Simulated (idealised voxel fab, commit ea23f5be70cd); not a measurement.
The following is a process module called voxel wiring stack.
In the cross-section labelled cut, the width is 255 nm and each square cell is 5 nm.
Cross-section layout: square cells on a grid; listed as bands, top to bottom; a band spans one or more cell rows.
Band entry format. Leading values: height of top, height of bottom, nm. Remainder: materials in left-to-right order, each with its width in nm. Special words: "all across" on a single material, which then fills the band edge to edge; "air", empty space.
The level at which height equals 0 is the one under which the wafer, as it arrives, is entirely one material. No lower edge exists for the bottom band, which continues downward and is notated as in "0 nm and below".
It should be noted that a width expressed as "30..40" varies in equal increments from row to row of cells within the band, taking the value of the first number at the top row and that of the second number at the bottom row.
Where the words "no change occurred" appear for a step, the cross-section shows no cell changed by that step; every cell remained as before.
"Closed cavities": sealed empty spaces, 8 cells or more, no open way to top, listed width x height at distance, with distance from the left edge and width, height and distance in nm.
Past the settings on a step's line: simulator remark, on that step.
If you see "overlay nm" on a step's line and that step has a mask, it's telling you how far right of where it was planned the mask ended up; a negative number means it went left instead.
Reading guide: pairs of cross-sections, before and after one process step; after view cut off at lowest changed band; step and settings listed under each pair. Pairs may stem from different runs of this module on the same starting wafer; continuity with the pair above only where the "State on entry" entry states it.
State on entry:
* 70 nm to 60 nm = 60 lowk | 5 TiN | 15 Ru | 5 TiN | 30 lowk | 5 TiN | 15 Ru | 5 TiN | 30 lowk | 5 TiN | 15 Ru | 5 TiN | 60 lowk
* 60 nm to 55 nm = 60 lowk | 5 TiN | 5 Ru | 15 TiN | 30 lowk | 5 TiN | 5 Ru | 15 TiN | 30 lowk | 5 TiN | 5 Ru | 15 TiN | 60 lowk
* 55 nm to 45 nm = 60 lowk | 5 TiN | 5 Ru | 5 TiN | 40 lowk | 5 TiN | 5 Ru | 5 TiN | 40 lowk | 5 TiN | 5 Ru | 5 TiN | 70 lowk
* 45 nm to 40 nm = 60 SiCN | 15 TiN | 40 SiCN | 15 TiN | 40 SiCN | 15 TiN | 70 SiCN
* 40 nm to 35 nm = Ru all across
* 35 nm to 30 nm = 65 TiN | 15 W | 40 TiN | 15 W | 40 TiN | 15 W | 65 TiN
* 30 nm to 15 nm = 60 SiO2 | 5 TiN | 15 W | 5 TiN | 30 SiO2 | 5 TiN | 15 W | 5 TiN | 30 SiO2 | 5 TiN | 15 W | 5 TiN | 60 SiO2
* 15 nm to 10 nm = 60 SiO2 | 25 TiN | 30 SiO2 | 25 TiN | 30 SiO2 | 25 TiN | 60 SiO2
* 10 nm to 0 nm = SiO2 all across
* 0 nm and below = Si all across
* Closed cavities: none
Post-Step Geometry:
* 75 nm to 70 nm = SiCN all across
* Everything under 70 stays put, no change at all.
* Closed cavities: none
What step was run between the cross-section before it and the cross-section after it, both above? CONFORMAL_DEP [material SiCN] [thk nm 5]
State on entry: unchanged from the after cross-section in the pair immediately above; refer to that figure.
Post-Step Geometry:
* 100 nm to 75 nm = lowk all across
* Everything under 75 stays put, no change at all.
* Closed cavities: none
What step was run between the cross-section before it and the cross-section after it, both above? DIRECTIONAL_DEP [material lowk] [thk nm 25]
State on entry: unchanged from the after cross-section in the pair immediately above; refer to that figure.
Post-Step Geometry:
* 115 nm to 100 nm = aC all across
* Everything under 100 stays put, no change at all.
* Closed cavities: none
What step was run between the cross-section before it and the cross-section after it, both above? DIRECTIONAL_DEP [material aC] [thk nm 15]
State on entry: unchanged from the after cross-section in the pair immediately above; refer to that figure.
Post-Step Geometry:
* 145 nm to 115 nm = 60 resist | 25 air | 30 resist | 25 air | 30 resist | 25 air | 60 resist
* Everything under 115 stays put, no change at all.
* Closed cavities: none
What step was run between the cross-section before it and the cross-section after it, both above? PATTERN [tone open] [mask id METAL_3] [material resist] [width nm 25] [pitch nm 55] [thk nm 30] [overlay nm 0]
State on entry: unchanged from the after cross-section in the pair immediately above; refer to that figure.
Post-Step Geometry:
* 130 nm to 115 nm = 60 resist | 25 air | 30 resist | 25 air | 30 resist | 25 air | 60 resist
* 115 nm to 100 nm = 60 aC | 25 air | 30 aC | 25 air | 30 aC | 25 air | 60 aC
* Everything under 100 stays put, no change at all.
* Closed cavities: none
What step was run between the cross-section before it and the cross-section after it, both above? DIRECTIONAL_ETCH [etch materials aC] [depth nm 15]
State on entry: unchanged from the after cross-section in the pair immediately above; refer to that figure.
Post-Step Geometry:
* 115 nm to 100 nm = 60 aC | 25 air | 30 aC | 25 air | 30 aC | 25 air | 60 aC
* Everything under 100 stays put, no change at all.
* Closed cavities: none
What step was run between the cross-section before it and the cross-section after it, both above? STRIP [etch materials resist]
State on entry: unchanged from the after cross-section in the pair immediately above; refer to that figure.
Post-Step Geometry:
* 115 nm to 100 nm = 60 aC | 25 air | 30 aC | 25 air | 30 aC | 25 air | 60 aC
* 100 nm to 85 nm = 60 lowk | 25 air | 30 lowk | 25 air | 30 lowk | 25 air | 60 lowk
* Everything under 85 stays put, no change at all.
* Closed cavities: none
What step was run between the cross-section before it and the cross-section after it, both above? DIRECTIONAL_ETCH [etch materials lowk] [depth nm 15]
State on entry: unchanged from the after cross-section in the pair immediately above; refer to that figure.
Post-Step Geometry:
* 100 nm to 85 nm = 60 lowk | 25 air | 30 lowk | 25 air | 30 lowk | 25 air | 60 lowk
* Everything under 85 stays put, no change at all.
* Closed cavities: none
What step was run between the cross-section before it and the cross-section after it, both above? STRIP [etch materials aC]
State on entry: unchanged from the after cross-section in the pair immediately above; refer to that figure.
Post-Step Geometry:
* 120 nm to 100 nm = 60 resist | 15 air | 40 resist | 15 air | 40 resist | 15 air | 70 resist
* 100 nm to 85 nm = 60 lowk | 15 air | 10 resist | 30 lowk | 15 air | 10 resist | 30 lowk | 15 air | 10 resist | 60 lowk
* Everything under 85 stays put, no change at all.
* Closed cavities: none
What step was run between the cross-section before it and the cross-section after it, both above? PATTERN [tone open] [mask id METAL_3_HOLES] [material resist] [width nm 15] [pitch nm 55] [thk nm 20] [overlay nm 0]
State on entry: unchanged from the after cross-section in the pair immediately above; refer to that figure.
Post-Step Geometry:
* 120 nm to 100 nm = 60 resist | 15 air | 40 resist | 15 air | 40 resist | 15 air | 70 resist
* 100 nm to 85 nm = 60 lowk | 15 air | 10 resist | 30 lowk | 15 air | 10 resist | 30 lowk | 15 air | 10 resist | 60 lowk
* 85 nm to 75 nm = 60 lowk | 15 air | 40 lowk | 15 air | 40 lowk | 15 air | 70 lowk
* Everything under 75 stays put, no change at all.
* Closed cavities: none
What step was run between the cross-section before it and the cross-section after it, both above? DIRECTIONAL_ETCH [etch materials lowk] [depth nm 10]
State on entry: unchanged from the after cross-section in the pair immediately above; refer to that figure.
Post-Step Geometry:
* 120 nm to 100 nm = 60 resist | 15 air | 40 resist | 15 air | 40 resist | 15 air | 70 resist
* 100 nm to 85 nm = 60 lowk | 15 air | 10 resist | 30 lowk | 15 air | 10 resist | 30 lowk | 15 air | 10 resist | 60 lowk
* 85 nm to 75 nm = 60 lowk | 15 air | 40 lowk | 15 air | 40 lowk | 15 air | 70 lowk
* 75 nm to 70 nm = 60 SiCN | 15 air | 40 SiCN | 15 air | 40 SiCN | 15 air | 70 SiCN
* Everything under 70 stays put, no change at all.
* Closed cavities: none
What step was run between the cross-section before it and the cross-section after it, both above? DIRECTIONAL_ETCH [etch materials SiCN] [depth nm 5]
State on entry: unchanged from the after cross-section in the pair immediately above; refer to that figure.
Post-Step Geometry:
* 100 nm to 85 nm = 60 lowk | 25 air | 30 lowk | 25 air | 30 lowk | 25 air | 60 lowk
* Everything under 85 stays put, no change at all.
* Closed cavities: none
What step was run between the cross-section before it and the cross-section after it, both above? STRIP [etch materials resist]
State on entry: unchanged from the after cross-section in the pair immediately above; refer to that figure.
Post-Step Geometry:
* 105 nm to 100 nm = 65 TiN | 15 air | 40 TiN | 15 air | 40 TiN | 15 air | 65 TiN
* 100 nm to 90 nm = 60 lowk | 5 TiN | 15 air | 5 TiN | 30 lowk | 5 TiN | 15 air | 5 TiN | 30 lowk | 5 TiN | 15 air | 5 TiN | 60 lowk
* 90 nm to 85 nm = 60 lowk | 5 TiN | 5 air | 15 TiN | 30 lowk | 5 TiN | 5 air | 15 TiN | 30 lowk | 5 TiN | 5 air | 15 TiN | 60 lowk
* 85 nm to 75 nm = 60 lowk | 5 TiN | 5 air | 5 TiN | 40 lowk | 5 TiN | 5 air | 5 TiN | 40 lowk | 5 TiN | 5 air | 5 TiN | 70 lowk
* 75 nm to 70 nm = 60 SiCN | 15 TiN | 40 SiCN | 15 TiN | 40 SiCN | 15 TiN | 70 SiCN
* Everything under 70 stays put, no change at all.
* Closed cavities: none
What step was run between the cross-section before it and the cross-section after it, both above? CONFORMAL_DEP [material TiN] [thk nm 5]
State on entry: unchanged from the after cross-section in the pair immediately above; refer to that figure.
Post-Step Geometry:
* 115 nm to 105 nm = Cu all across
* 105 nm to 100 nm = 65 TiN | 15 Cu | 40 TiN | 15 Cu | 40 TiN | 15 Cu | 65 TiN
* 100 nm to 90 nm = 60 lowk | 5 TiN | 15 Cu | 5 TiN | 30 lowk | 5 TiN | 15 Cu | 5 TiN | 30 lowk | 5 TiN | 15 Cu | 5 TiN | 60 lowk
* 90 nm to 85 nm = 60 lowk | 5 TiN | 5 Cu | 15 TiN | 30 lowk | 5 TiN | 5 Cu | 15 TiN | 30 lowk | 5 TiN | 5 Cu | 15 TiN | 60 lowk
* 85 nm to 75 nm = 60 lowk | 5 TiN | 5 Cu | 5 TiN | 40 lowk | 5 TiN | 5 Cu | 5 TiN | 40 lowk | 5 TiN | 5 Cu | 5 TiN | 70 lowk
* Everything under 75 stays put, no change at all.
* Closed cavities: none
What step was run between the cross-section before it and the cross-section after it, both above? FILL_DEP [material Cu] [thk nm 10]
State on entry: unchanged from the after cross-section in the pair immediately above; refer to that figure.
Post-Step Geometry:
* 100 nm to 90 nm = 60 lowk | 5 TiN | 15 Cu | 5 TiN | 30 lowk | 5 TiN | 15 Cu | 5 TiN | 30 lowk | 5 TiN | 15 Cu | 5 TiN | 60 lowk
* Everything under 90 stays put, no change at all.
* Closed cavities: none
What step was run between the cross-section before it and the cross-section after it, both above? CMP [height nm 100]
State on entry: unchanged from the after cross-section in the pair immediately above; refer to that figure.
Post-Step Geometry:
* 105 nm to 100 nm = SiN all across
* Everything under 100 stays put, no change at all.
* Closed cavities: none
What step was run between the cross-section before it and the cross-section after it, both above? CONFORMAL_DEP [material SiN] [thk nm 5]
State on entry:
* 70 nm to 45 nm = lowk all across
* 45 nm to 40 nm = SiCN all across
* 40 nm to 35 nm = 55 SiCN | 35 Ru | 20 SiCN | 35 Ru | 20 SiCN | 35 Ru | 55 SiCN
* 35 nm to 15 nm = 60 SiO2 | 5 TiN | 15 W | 5 TiN | 30 SiO2 | 5 TiN | 15 W | 5 TiN | 30 SiO2 | 5 TiN | 15 W | 5 TiN | 60 SiO2
* 15 nm to 10 nm = 60 SiCN | 25 TiN | 30 SiCN | 25 TiN | 30 SiCN | 25 TiN | 60 SiCN
* 10 nm to 0 nm = SiO2 all across
* 0 nm and below = Si all across
* Closed cavities: none
Post-Step Geometry:
* 95 nm to 45 nm = lowk all across
* Everything under 45 stays put, no change at all.
* Closed cavities: none
What step was run between the cross-section before it and the cross-section after it, both above? DIRECTIONAL_DEP [material lowk] [thk nm 25]
State on entry: unchanged from the after cross-section in the pair immediately above; refer to that figure.
Post-Step Geometry:
* 105 nm to 95 nm = aC all across
* Everything under 95 stays put, no change at all.
* Closed cavities: none
What step was run between the cross-section before it and the cross-section after it, both above? DIRECTIONAL_DEP [material aC] [thk nm 10]
State on entry: unchanged from the after cross-section in the pair immediately above; refer to that figure.
Post-Step Geometry:
* 135 nm to 105 nm = 60 resist | 15 air | 40 resist | 15 air | 40 resist | 15 air | 70 resist
* Everything under 105 stays put, no change at all.
* Closed cavities: none
What step was run between the cross-section before it and the cross-section after it, both above? PATTERN [tone open] [mask id METAL_2_HOLES] [material resist] [width nm 15] [pitch nm 55] [thk nm 30] [overlay nm 0]
State on entry: unchanged from the after cross-section in the pair immediately above; refer to that figure.
Post-Step Geometry:
* 125 nm to 105 nm = 60 resist | 15 air | 40 resist | 15 air | 40 resist | 15 air | 70 resist
* 105 nm to 95 nm = 60 aC | 15 air | 40 aC | 15 air | 40 aC | 15 air | 70 aC
* Everything under 95 stays put, no change at all.
* Closed cavities: none
What step was run between the cross-section before it and the cross-section after it, both above? DIRECTIONAL_ETCH [etch materials aC] [depth nm 10]
State on entry: unchanged from the after cross-section in the pair immediately above; refer to that figure.
Post-Step Geometry:
* 105 nm to 95 nm = 60 aC | 15 air | 40 aC | 15 air | 40 aC | 15 air | 70 aC
* Everything under 95 stays put, no change at all.
* Closed cavities: none
What step was run between the cross-section before it and the cross-section after it, both above? STRIP [etch materials resist]
State on entry: unchanged from the after cross-section in the pair immediately above; refer to that figure.
Post-Step Geometry:
* 105 nm to 95 nm = 60 aC | 15 air | 40 aC | 15 air | 40 aC | 15 air | 70 aC
* 95 nm to 70 nm = 60 lowk | 15 air | 40 lowk | 15 air | 40 lowk | 15 air | 70 lowk
* Everything under 70 stays put, no change at all.
* Closed cavities: none
What step was run between the cross-section before it and the cross-section after it, both above? DIRECTIONAL_ETCH [etch materials lowk] [depth nm 25]
State on entry: unchanged from the after cross-section in the pair immediately above; refer to that figure.
Post-Step Geometry:
* 95 nm to 70 nm = 60 lowk | 15 air | 40 lowk | 15 air | 40 lowk | 15 air | 70 lowk
* Everything under 70 stays put, no change at all.
* Closed cavities: none
What step was run between the cross-section before it and the cross-section after it, both above? STRIP [etch materials aC]
State on entry: unchanged from the after cross-section in the pair immediately above; refer to that figure.
Post-Step Geometry:
* 115 nm to 95 nm = 60 resist | 25 air | 30 resist | 25 air | 30 resist | 25 air | 60 resist
* Everything under 95 stays put, no change at all.
* Closed cavities: none
What step was run between the cross-section before it and the cross-section after it, both above? PATTERN [tone open] [mask id METAL_2] [material resist] [width nm 25] [pitch nm 55] [thk nm 20] [overlay nm 0]
State on entry: unchanged from the after cross-section in the pair immediately above; refer to that figure.
Post-Step Geometry:
* 115 nm to 95 nm = 60 resist | 25 air | 30 resist | 25 air | 30 resist | 25 air | 60 resist
* 95 nm to 80 nm = 60 lowk | 25 air | 30 lowk | 25 air | 30 lowk | 25 air | 60 lowk
* 80 nm to 55 nm = 60 lowk | 15 air | 40 lowk | 15 air | 40 lowk | 15 air | 70 lowk
* Everything under 55 stays put, no change at all.
* Closed cavities: none
What step was run between the cross-section before it and the cross-section after it, both above? DIRECTIONAL_ETCH [etch materials lowk] [depth nm 15]
State on entry: unchanged from the after cross-section in the pair immediately above; refer to that figure.
Post-Step Geometry:
* 95 nm to 80 nm = 60 lowk | 25 air | 30 lowk | 25 air | 30 lowk | 25 air | 60 lowk
* Everything under 80 stays put, no change at all.
* Closed cavities: none
What step was run between the cross-section before it and the cross-section after it, both above? STRIP [etch materials resist]
State on entry: unchanged from the after cross-section in the pair immediately above; refer to that figure.
Post-Step Geometry:
* 100 nm to 95 nm = 65 TiN | 15 air | 40 TiN | 15 air | 40 TiN | 15 air | 65 TiN
* 95 nm to 85 nm = 60 lowk | 5 TiN | 15 air | 5 TiN | 30 lowk | 5 TiN | 15 air | 5 TiN | 30 lowk | 5 TiN | 15 air | 5 TiN | 60 lowk
* 85 nm to 80 nm = 60 lowk | 5 TiN | 5 air | 15 TiN | 30 lowk | 5 TiN | 5 air | 15 TiN | 30 lowk | 5 TiN | 5 air | 15 TiN | 60 lowk
* 80 nm to 60 nm = 60 lowk | 5 TiN | 5 air | 5 TiN | 40 lowk | 5 TiN | 5 air | 5 TiN | 40 lowk | 5 TiN | 5 air | 5 TiN | 70 lowk
* 60 nm to 55 nm = 60 lowk | 15 TiN | 40 lowk | 15 TiN | 40 lowk | 15 TiN | 70 lowk
* Everything under 55 stays put, no change at all.
* Closed cavities: none
What step was run between the cross-section before it and the cross-section after it, both above? CONFORMAL_DEP [material TiN] [thk nm 5]
State on entry: unchanged from the after cross-section in the pair immediately above; refer to that figure.
Post-Step Geometry:
* 110 nm to 100 nm = Ru all across
* 100 nm to 95 nm = 65 TiN | 15 Ru | 40 TiN | 15 Ru | 40 TiN | 15 Ru | 65 TiN
* 95 nm to 85 nm = 60 lowk | 5 TiN | 15 Ru | 5 TiN | 30 lowk | 5 TiN | 15 Ru | 5 TiN | 30 lowk | 5 TiN | 15 Ru | 5 TiN | 60 lowk
* 85 nm to 80 nm = 60 lowk | 5 TiN | 5 Ru | 15 TiN | 30 lowk | 5 TiN | 5 Ru | 15 TiN | 30 lowk | 5 TiN | 5 Ru | 15 TiN | 60 lowk
* 80 nm to 60 nm = 60 lowk | 5 TiN | 5 Ru | 5 TiN | 40 lowk | 5 TiN | 5 Ru | 5 TiN | 40 lowk | 5 TiN | 5 Ru | 5 TiN | 70 lowk
* Everything under 60 stays put, no change at all.
* Closed cavities: none
What step was run between the cross-section before it and the cross-section after it, both above? FILL_DEP [material Ru] [thk nm 10]
State on entry: unchanged from the after cross-section in the pair immediately above; refer to that figure.
Post-Step Geometry:
* 70 nm to 60 nm = 60 lowk | 5 TiN | 5 Ru | 5 TiN | 40 lowk | 5 TiN | 5 Ru | 5 TiN | 40 lowk | 5 TiN | 5 Ru | 5 TiN | 70 lowk
* Everything under 60 stays put, no change at all.
* Closed cavities: none
What step was run between the cross-section before it and the cross-section after it, both above? CMP [height nm 70]
State on entry: unchanged from the after cross-section in the pair immediately above; refer to that figure.
Post-Step Geometry:
* 75 nm to 70 nm = SiCN all across
* Everything under 70 stays put, no change at all.
* Closed cavities: none
What step was run between the cross-section before it and the cross-section after it, both above? CONFORMAL_DEP [material SiCN] [thk nm 5]
State on entry: unchanged from the after cross-section in the pair immediately above; refer to that figure.
Post-Step Geometry:
* 100 nm to 75 nm = lowk all across
* Everything under 75 stays put, no change at all.
* Closed cavities: none
What step was run between the cross-section before it and the cross-section after it, both above? DIRECTIONAL_DEP [material lowk] [thk nm 25]
State on entry: unchanged from the after cross-section in the pair immediately above; refer to that figure.
Post-Step Geometry:
* 115 nm to 100 nm = aC all across
* Everything under 100 stays put, no change at all.
* Closed cavities: none
What step was run between the cross-section before it and the cross-section after it, both above? DIRECTIONAL_DEP [material aC] [thk nm 15]
State on entry: unchanged from the after cross-section in the pair immediately above; refer to that figure.
Post-Step Geometry:
* 145 nm to 115 nm = 60 resist | 25 air | 30 resist | 25 air | 30 resist | 25 air | 60 resist
* Everything under 115 stays put, no change at all.
* Closed cavities: none
What step was run between the cross-section before it and the cross-section after it, both above? PATTERN [tone open] [mask id METAL_3] [material resist] [width nm 25] [pitch nm 55] [thk nm 30] [overlay nm 0]
State on entry: unchanged from the after cross-section in the pair immediately above; refer to that figure.
Post-Step Geometry:
* 130 nm to 115 nm = 60 resist | 25 air | 30 resist | 25 air | 30 resist | 25 air | 60 resist
* 115 nm to 100 nm = 60 aC | 25 air | 30 aC | 25 air | 30 aC | 25 air | 60 aC
* Everything under 100 stays put, no change at all.
* Closed cavities: none
What step was run between the cross-section before it and the cross-section after it, both above? DIRECTIONAL_ETCH [etch materials aC] [depth nm 15]
State on entry: unchanged from the after cross-section in the pair immediately above; refer to that figure.
Post-Step Geometry:
* 115 nm to 100 nm = 60 aC | 25 air | 30 aC | 25 air | 30 aC | 25 air | 60 aC
* Everything under 100 stays put, no change at all.
* Closed cavities: none
What step was run between the cross-section before it and the cross-section after it, both above? STRIP [etch materials resist]
State on entry: unchanged from the after cross-section in the pair immediately above; refer to that figure.
Post-Step Geometry:
* 115 nm to 100 nm = 60 aC | 25 air | 30 aC | 25 air | 30 aC | 25 air | 60 aC
* 100 nm to 85 nm = 60 lowk | 25 air | 30 lowk | 25 air | 30 lowk | 25 air | 60 lowk
* Everything under 85 stays put, no change at all.
* Closed cavities: none
What step was run between the cross-section before it and the cross-section after it, both above? DIRECTIONAL_ETCH [etch materials lowk] [depth nm 15]
State on entry: unchanged from the after cross-section in the pair immediately above; refer to that figure.
Post-Step Geometry:
* 100 nm to 85 nm = 60 lowk | 25 air | 30 lowk | 25 air | 30 lowk | 25 air | 60 lowk
* Everything under 85 stays put, no change at all.
* Closed cavities: none
What step was run between the cross-section before it and the cross-section after it, both above? STRIP [etch materials aC]
State on entry: unchanged from the after cross-section in the pair immediately above; refer to that figure.
Post-Step Geometry:
* 120 nm to 100 nm = 60 resist | 15 air | 40 resist | 15 air | 40 resist | 15 air | 70 resist
* 100 nm to 85 nm = 60 lowk | 15 air | 10 resist | 30 lowk | 15 air | 10 resist | 30 lowk | 15 air | 10 resist | 60 lowk
* Everything under 85 stays put, no change at all.
* Closed cavities: none
What step was run between the cross-section before it and the cross-section after it, both above? PATTERN [tone open] [mask id METAL_3_HOLES] [material resist] [width nm 15] [pitch nm 55] [thk nm 20] [overlay nm 0]
State on entry: unchanged from the after cross-section in the pair immediately above; refer to that figure.
Post-Step Geometry:
* 120 nm to 100 nm = 60 resist | 15 air | 40 resist | 15 air | 40 resist | 15 air | 70 resist
* 100 nm to 85 nm = 60 lowk | 15 air | 10 resist | 30 lowk | 15 air | 10 resist | 30 lowk | 15 air | 10 resist | 60 lowk
* 85 nm to 75 nm = 60 lowk | 15 air | 40 lowk | 15 air | 40 lowk | 15 air | 70 lowk
* Everything under 75 stays put, no change at all.
* Closed cavities: none
What step was run between the cross-section before it and the cross-section after it, both above? DIRECTIONAL_ETCH [etch materials lowk] [depth nm 10]
State on entry: unchanged from the after cross-section in the pair immediately above; refer to that figure.
Post-Step Geometry:
* 120 nm to 100 nm = 60 resist | 15 air | 40 resist | 15 air | 40 resist | 15 air | 70 resist
* 100 nm to 85 nm = 60 lowk | 15 air | 10 resist | 30 lowk | 15 air | 10 resist | 30 lowk | 15 air | 10 resist | 60 lowk
* 85 nm to 75 nm = 60 lowk | 15 air | 40 lowk | 15 air | 40 lowk | 15 air | 70 lowk
* 75 nm to 70 nm = 60 SiCN | 15 air | 40 SiCN | 15 air | 40 SiCN | 15 air | 70 SiCN
* Everything under 70 stays put, no change at all.
* Closed cavities: none
What step was run between the cross-section before it and the cross-section after it, both above? DIRECTIONAL_ETCH [etch materials SiCN] [depth nm 5]
State on entry: unchanged from the after cross-section in the pair immediately above; refer to that figure.
Post-Step Geometry:
* 100 nm to 85 nm = 60 lowk | 25 air | 30 lowk | 25 air | 30 lowk | 25 air | 60 lowk
* Everything under 85 stays put, no change at all.
* Closed cavities: none
What step was run between the cross-section before it and the cross-section after it, both above? STRIP [etch materials resist]
State on entry: unchanged from the after cross-section in the pair immediately above; refer to that figure.
Post-Step Geometry:
* 105 nm to 100 nm = 65 TiN | 15 air | 40 TiN | 15 air | 40 TiN | 15 air | 65 TiN
* 100 nm to 90 nm = 60 lowk | 5 TiN | 15 air | 5 TiN | 30 lowk | 5 TiN | 15 air | 5 TiN | 30 lowk | 5 TiN | 15 air | 5 TiN | 60 lowk
* 90 nm to 85 nm = 60 lowk | 5 TiN | 5 air | 15 TiN | 30 lowk | 5 TiN | 5 air | 15 TiN | 30 lowk | 5 TiN | 5 air | 15 TiN | 60 lowk
* 85 nm to 75 nm = 60 lowk | 5 TiN | 5 air | 5 TiN | 40 lowk | 5 TiN | 5 air | 5 TiN | 40 lowk | 5 TiN | 5 air | 5 TiN | 70 lowk
* 75 nm to 70 nm = 60 SiCN | 15 TiN | 40 SiCN | 15 TiN | 40 SiCN | 15 TiN | 70 SiCN
* Everything under 70 stays put, no change at all.
* Closed cavities: none
What step was run between the cross-section before it and the cross-section after it, both above? CONFORMAL_DEP [material TiN] [thk nm 5]
State on entry: unchanged from the after cross-section in the pair immediately above; refer to that figure.
Post-Step Geometry:
* 115 nm to 105 nm = Cu all across
* 105 nm to 100 nm = 65 TiN | 15 Cu | 40 TiN | 15 Cu | 40 TiN | 15 Cu | 65 TiN
* 100 nm to 90 nm = 60 lowk | 5 TiN | 15 Cu | 5 TiN | 30 lowk | 5 TiN | 15 Cu | 5 TiN | 30 lowk | 5 TiN | 15 Cu | 5 TiN | 60 lowk
* 90 nm to 85 nm = 60 lowk | 5 TiN | 5 Cu | 15 TiN | 30 lowk | 5 TiN | 5 Cu | 15 TiN | 30 lowk | 5 TiN | 5 Cu | 15 TiN | 60 lowk
* 85 nm to 75 nm = 60 lowk | 5 TiN | 5 Cu | 5 TiN | 40 lowk | 5 TiN | 5 Cu | 5 TiN | 40 lowk | 5 TiN | 5 Cu | 5 TiN | 70 lowk
* Everything under 75 stays put, no change at all.
* Closed cavities: none
What step was run between the cross-section before it and the cross-section after it, both above? FILL_DEP [material Cu] [thk nm 10]
State on entry: unchanged from the after cross-section in the pair immediately above; refer to that figure.
Post-Step Geometry:
* 100 nm to 90 nm = 60 lowk | 5 TiN | 15 Cu | 5 TiN | 30 lowk | 5 TiN | 15 Cu | 5 TiN | 30 lowk | 5 TiN | 15 Cu | 5 TiN | 60 lowk
* Everything under 90 stays put, no change at all.
* Closed cavities: none
What step was run between the cross-section before it and the cross-section after it, both above? CMP [height nm 100]
State on entry: unchanged from the after cross-section in the pair immediately above; refer to that figure.
Post-Step Geometry:
* 105 nm to 100 nm = SiN all across
* Everything under 100 stays put, no change at all.
* Closed cavities: none
What step was run between the cross-section before it and the cross-section after it, both above? CONFORMAL_DEP [material SiN] [thk nm 5]
State on entry:
* 70 nm to 60 nm = 60 lowk | 5 TiN | 15 Ru | 5 TiN | 30 lowk | 5 TiN | 15 Ru | 5 TiN | 30 lowk | 5 TiN | 15 Ru | 5 TiN | 60 lowk
* 60 nm to 55 nm = 60 lowk | 5 TiN | 5 Ru | 15 TiN | 30 lowk | 5 TiN | 5 Ru | 15 TiN | 30 lowk | 5 TiN | 5 Ru | 15 TiN | 60 lowk
* 55 nm to 45 nm = 60 lowk | 5 TiN | 5 Ru | 5 TiN | 40 lowk | 5 TiN | 5 Ru | 5 TiN | 40 lowk | 5 TiN | 5 Ru | 5 TiN | 70 lowk
* 45 nm to 40 nm = 60 SiCN | 15 TiN | 40 SiCN | 15 TiN | 40 SiCN | 15 TiN | 70 SiCN
* 40 nm to 35 nm = 55 SiCN | 35 Ru | 20 SiCN | 35 Ru | 20 SiCN | 35 Ru | 55 SiCN
* 35 nm to 15 nm = 60 SiO2 | 5 TiN | 15 W | 5 TiN | 30 SiO2 | 5 TiN | 15 W | 5 TiN | 30 SiO2 | 5 TiN | 15 W | 5 TiN | 60 SiO2
* 15 nm to 10 nm = 60 SiCN | 25 TiN | 30 SiCN | 25 TiN | 30 SiCN | 25 TiN | 60 SiCN
* 10 nm to 0 nm = SiO2 all across
* 0 nm and below = Si all across
* Closed cavities: none
Post-Step Geometry:
* 95 nm to 70 nm = lowk all across
* Everything under 70 stays put, no change at all.
* Closed cavities: none
What step was run between the cross-section before it and the cross-section after it, both above? DIRECTIONAL_DEP [material lowk] [thk nm 25]
State on entry: unchanged from the after cross-section in the pair immediately above; refer to that figure.
Post-Step Geometry:
* 100 nm to 95 nm = SiCN all across
* Everything under 95 stays put, no change at all.
* Closed cavities: none
What step was run between the cross-section before it and the cross-section after it, both above? CONFORMAL_DEP [material SiCN] [thk nm 5]
State on entry: unchanged from the after cross-section in the pair immediately above; refer to that figure.
Post-Step Geometry:
* 115 nm to 100 nm = aC all across
* Everything under 100 stays put, no change at all.
* Closed cavities: none
What step was run between the cross-section before it and the cross-section after it, both above? DIRECTIONAL_DEP [material aC] [thk nm 15]
State on entry: unchanged from the after cross-section in the pair immediately above; refer to that figure.
Post-Step Geometry:
* 145 nm to 115 nm = 60 resist | 25 air | 30 resist | 25 air | 30 resist | 25 air | 60 resist
* Everything under 115 stays put, no change at all.
* Closed cavities: none
What step was run between the cross-section before it and the cross-section after it, both above? PATTERN [tone open] [mask id METAL_3] [material resist] [width nm 25] [pitch nm 55] [thk nm 30] [overlay nm 0]
State on entry: unchanged from the after cross-section in the pair immediately above; refer to that figure.
Post-Step Geometry:
* 130 nm to 115 nm = 60 resist | 25 air | 30 resist | 25 air | 30 resist | 25 air | 60 resist
* 115 nm to 100 nm = 60 aC | 25 air | 30 aC | 25 air | 30 aC | 25 air | 60 aC
* Everything under 100 stays put, no change at all.
* Closed cavities: none
What step was run between the cross-section before it and the cross-section after it, both above? DIRECTIONAL_ETCH [etch materials aC] [depth nm 15]
State on entry: unchanged from the after cross-section in the pair immediately above; refer to that figure.
Post-Step Geometry:
* 115 nm to 100 nm = 60 aC | 25 air | 30 aC | 25 air | 30 aC | 25 air | 60 aC
* Everything under 100 stays put, no change at all.
* Closed cavities: none
What step was run between the cross-section before it and the cross-section after it, both above? STRIP [etch materials resist]
State on entry: unchanged from the after cross-section in the pair immediately above; refer to that figure.
Post-Step Geometry:
* 100 nm to 95 nm = SiCN all across
* Everything under 95 stays put, no change at all.
* Closed cavities: none
What step was run between the cross-section before it and the cross-section after it, both above? STRIP [etch materials aC]
State on entry: unchanged from the after cross-section in the pair immediately above; refer to that figure.
Post-Step Geometry:
* 120 nm to 100 nm = 60 resist | 15 air | 40 resist | 15 air | 40 resist | 15 air | 70 resist
* Everything under 100 stays put, no change at all.
* Closed cavities: none
What step was run between the cross-section before it and the cross-section after it, both above? PATTERN [tone open] [mask id METAL_3_HOLES] [material resist] [width nm 15] [pitch nm 55] [thk nm 20] [overlay nm 0]
State on entry: unchanged from the after cross-section in the pair immediately above; refer to that figure.
Post-Step Geometry:
* 120 nm to 100 nm = 60 resist | 15 air | 40 resist | 15 air | 40 resist | 15 air | 70 resist
* 100 nm to 95 nm = 60 SiCN | 15 air | 40 SiCN | 15 air | 40 SiCN | 15 air | 70 SiCN
* Everything under 95 stays put, no change at all.
* Closed cavities: none
What step was run between the cross-section before it and the cross-section after it, both above? DIRECTIONAL_ETCH [etch materials SiCN] [depth nm 5]
State on entry: unchanged from the after cross-section in the pair immediately above; refer to that figure.
Post-Step Geometry:
* 100 nm to 95 nm = 60 SiCN | 15 air | 40 SiCN | 15 air | 40 SiCN | 15 air | 70 SiCN
* Everything under 95 stays put, no change at all.
* Closed cavities: none
What step was run between the cross-section before it and the cross-section after it, both above? STRIP [etch materials resist]
State on entry: unchanged from the after cross-section in the pair immediately above; refer to that figure.
Post-Step Geometry:
* 105 nm to 100 nm = 65 TiN | 5 air | 50 TiN | 5 air | 50 TiN | 5 air | 75 TiN
* 100 nm to 95 nm = 60 SiCN | 15 TiN | 40 SiCN | 15 TiN | 40 SiCN | 15 TiN | 70 SiCN
* Everything under 95 stays put, no change at all.
* Closed cavities: none
What step was run between the cross-section before it and the cross-section after it, both above? CONFORMAL_DEP [material TiN] [thk nm 5]
